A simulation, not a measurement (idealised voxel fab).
process module | voxel wiring stack
cross-section cut | 220 nm wide | cells 5 nm
A cross-section is a grid of square cells, given in bands from the top down. A band is one or more rows of cells.
Each band's line starts with the height of the band's top and of its bottom, in nm. Then come its materials from left to right, each with its width in nm. One material with "throughout" fills the band from edge to edge. "air" is empty space.
Height 0 is the level under which the wafer as received is all one material. The lowest band goes on downwards, as in "0 down".
A width such as "30 to 40" changes by the same amount from each row of cells to the next, from the band's top row to its bottom row.
"no change" after a step means that no cell of the cross-section changed.
closed voids: empty space of 8 cells or more with no open way to the top, each as width x height at its distance from the left edge, in nm
after a step's settings: what the simulator itself notes on the step
overlay nm, on a step with a mask: how far to the right of its planned place the mask lay; to the left if negative
plan
1 op RECEIVE | material Si
2 op CONFORMAL_DEP | material SiO2 | thk nm 10
3 op CONFORMAL_DEP | material SiN | thk nm 5
4 op DIRECTIONAL_DEP | material lowk | thk nm 20
5 op MASKED_ETCH | tone open | mask id METAL_1 | width nm 30 | pitch nm 50 | etch materials lowk | depth nm 20 | overlay nm 0
6 op MASKED_ETCH | tone open | mask id METAL_1 | width nm 30 | pitch nm 50 | etch materials SiN | depth nm 5 | overlay nm 0
7 op CONFORMAL_DEP | material TiN | thk nm 5
8 op FILL_DEP | material Cu | thk nm 10
9 op CMP | height nm 35
10 op EPI | material Ru | thk nm 5
11 op FILL_DEP | material SiCN | thk nm 5
12 op DIRECTIONAL_DEP | material lowk | thk nm 20
13 op MASKED_ETCH | tone open | mask id PLUG_1 | width nm 15 | etch materials lowk | depth nm 20 | overlay nm 0
14 op MASKED_ETCH | tone open | mask id PLUG_1 | width nm 15 | etch materials SiCN | depth nm 5 | overlay nm 0
15 op EPI | material Ru | thk nm 10
16 op EPI | material Ru | thk nm 10
17 op EPI | material Ru | thk nm 5
18 op CONFORMAL_DEP | material SiN | thk nm 5
19 op DIRECTIONAL_DEP | material lowk | thk nm 25
20 op MASKED_ETCH | tone open | mask id METAL_2 | width nm 30 | pitch nm 50 | etch materials lowk | depth nm 25 | overlay nm 0
21 op MASKED_ETCH | tone open | mask id METAL_2 | width nm 30 | pitch nm 50 | etch materials SiN | depth nm 5 | overlay nm 0
22 op CONFORMAL_DEP | material TiN | thk nm 5
23 op FILL_DEP | material W | thk nm 10
24 op CMP | height nm 95
25 op CONFORMAL_DEP | material SiCN | thk nm 5
26 op DIRECTIONAL_DEP | material SiO2 | thk nm 15
27 op PATTERN | tone open | mask id PLUG_2 | material resist | width nm 15 | pitch nm 50 | thk nm 20 | overlay nm 0
28 op DIRECTIONAL_ETCH | etch materials SiO2 | depth nm 15
29 op DIRECTIONAL_ETCH | etch materials SiCN | depth nm 5
30 op STRIP | etch materials resist
31 op EPI | material Ru | thk nm 10
32 op EPI | material Ru | thk nm 10
33 op CONFORMAL_DEP | material SiCN | thk nm 5
34 op DIRECTIONAL_DEP | material SiO2 | thk nm 15
35 op MASKED_ETCH | tone open | mask id METAL_3 | width nm 30 | pitch nm 50 | etch materials SiO2 | depth nm 15 | overlay nm 0
36 op MASKED_ETCH | tone open | mask id METAL_3 | width nm 30 | pitch nm 50 | etch materials SiCN | depth nm 5 | overlay nm 0
37 op CONFORMAL_DEP | material TiN | thk nm 5
38 op FILL_DEP | material W | thk nm 5
39 op CMP | height nm 135
40 op EPI | material Ru | thk nm 5
41 op FILL_DEP | material SiCN | thk nm 5
42 op DIRECTIONAL_DEP | material SiO2 | thk nm 10
43 op MASKED_ETCH | tone open | mask id PLUG_3 | width nm 15 | pitch nm 50 | etch materials SiO2 | depth nm 10 | overlay nm 0
44 op MASKED_ETCH | tone open | mask id PLUG_3 | width nm 15 | pitch nm 50 | etch materials SiCN | depth nm 5 | overlay nm 0
45 op EPI | material Ru | thk nm 10
46 op EPI | material Ru | thk nm 5
47 op CONFORMAL_DEP | material SiCN | thk nm 5
48 op DIRECTIONAL_DEP | material lowk | thk nm 15
49 op MASKED_ETCH | tone open | mask id METAL_4 | width nm 30 | pitch nm 50 | etch materials lowk | depth nm 15 | overlay nm 0
50 op MASKED_ETCH | tone open | mask id METAL_4 | width nm 30 | pitch nm 50 | etch materials SiCN | depth nm 5 | overlay nm 0
51 op CONFORMAL_DEP | material TiN | thk nm 5
52 op FILL_DEP | material W | thk nm 10
53 op CMP | height nm 175
54 op CONFORMAL_DEP | material SiCN | thk nm 5
as received, after step 1
  0 down: Si throughout
  closed voids: none
first wafer at the end, as planned
  180 to 175: SiCN throughout
  175 to 160: lowk 70 | TiN 5 | W 20 | TiN 5 | lowk 20 | TiN 5 | W 20 | TiN 5 | lowk 70
  160 to 155: SiCN 70 | TiN 30 | SiCN 20 | TiN 30 | SiCN 70
  155 to 145: SiO2 70 | Ru 15 | SiO2 35 | Ru 15 | SiO2 85
  145 to 135: SiCN 70 to 65 | Ru 15 to 40 | SiCN 35 to 10 | Ru 15 to 40 | SiCN 85 to 65
  135 to 120: SiO2 70 | TiN 5 | W 20 | TiN 5 | SiO2 20 | TiN 5 | W 20 | TiN 5 | SiO2 70
  120 to 115: SiCN 70 | TiN 30 | SiCN 20 | TiN 30 | SiCN 70
  115 to 100: SiO2 70 | Ru 15 | SiO2 35 | Ru 15 | SiO2 85
  100 to 95: SiCN 70 | Ru 15 | SiCN 35 | Ru 15 | SiCN 85
  95 to 70: lowk 70 | TiN 5 | W 20 | TiN 5 | lowk 20 | TiN 5 | W 20 | TiN 5 | lowk 70
  70 to 65: SiN 70 | TiN 30 | SiN 20 | TiN 30 | SiN 70
  65 to 45: lowk 70 | Ru 15 | lowk 135
  45 to 40: SiCN 70 | Ru 15 | SiCN 135
  40 to 35: SiCN 65 | Ru 40 | SiCN 10 | Ru 40 | SiCN 65
  35 to 15: lowk 70 | TiN 5 | Cu 20 | TiN 5 | lowk 20 | TiN 5 | Cu 20 | TiN 5 | lowk 70
  15 to 10: SiN 70 | TiN 30 | SiN 20 | TiN 30 | SiN 70
  10 to 0: SiO2 throughout
  0 down: Si throughout
  closed voids: none
second wafer at the end: like start, like plan, one mistake
  180 to 175: SiCN throughout
  175 to 170: W 50 | TiN 5 | lowk 15 | TiN 5 | W 25 | TiN 5 | lowk 15 | TiN 5 | W 95
  170 to 165: TiN 55 | lowk 15 | TiN 5 | W 20 | TiN 10 | lowk 15 | TiN 5 | W 20 | TiN 75
  165 to 160: lowk 70 | TiN 5 | W 20 | TiN 5 | lowk 20 | TiN 5 | W 20 | TiN 5 | lowk 70
  160 to 155: lowk 55 | SiCN 15 | TiN 30 | lowk 5 | SiCN 15 | TiN 30 | lowk 70
  155 to 150: lowk 55 | SiCN 5 | Ru 35 | SiCN 5 | lowk 5 | SiCN 5 | Ru 35 | SiCN 5 | lowk 70
  150 to 140: SiCN 60 to 70 | Ru 35 to 15 | SiCN 15 to 35 | Ru 35 to 15 | SiCN 75 to 85
  140 to 135: SiCN 65 | Ru 40 | SiCN 10 | Ru 40 | SiCN 65
  135 to 120: SiO2 70 | TiN 5 | W 20 | TiN 5 | SiO2 20 | TiN 5 | W 20 | TiN 5 | SiO2 70
  120 to 115: SiCN 70 | TiN 30 | SiCN 20 | TiN 30 | SiCN 70
  115 to 100: SiO2 70 | Ru 15 | SiO2 35 | Ru 15 | SiO2 85
  100 to 95: SiCN 70 | Ru 15 | SiCN 35 | Ru 15 | SiCN 85
  95 to 70: lowk 70 | TiN 5 | W 20 | TiN 5 | lowk 20 | TiN 5 | W 20 | TiN 5 | lowk 70
  70 to 65: SiN 70 | TiN 30 | SiN 20 | TiN 30 | SiN 70
  65 to 45: lowk 70 | Ru 15 | lowk 135
  45 to 40: SiCN 70 | Ru 15 | SiCN 135
  40 to 35: SiCN 65 | Ru 40 | SiCN 10 | Ru 40 | SiCN 65
  35 to 15: lowk 70 | TiN 5 | Cu 20 | TiN 5 | lowk 20 | TiN 5 | Cu 20 | TiN 5 | lowk 70
  15 to 10: SiN 70 | TiN 30 | SiN 20 | TiN 30 | SiN 70
  10 to 0: SiO2 throughout
  0 down: Si throughout
  closed voids: none
what went wrong: step 42 was left out
at the end the second wafer has, in cells: 16 more of Ru | 8 more of SiCN | 76 fewer of SiO2 | 26 more of TiN | 26 more of W
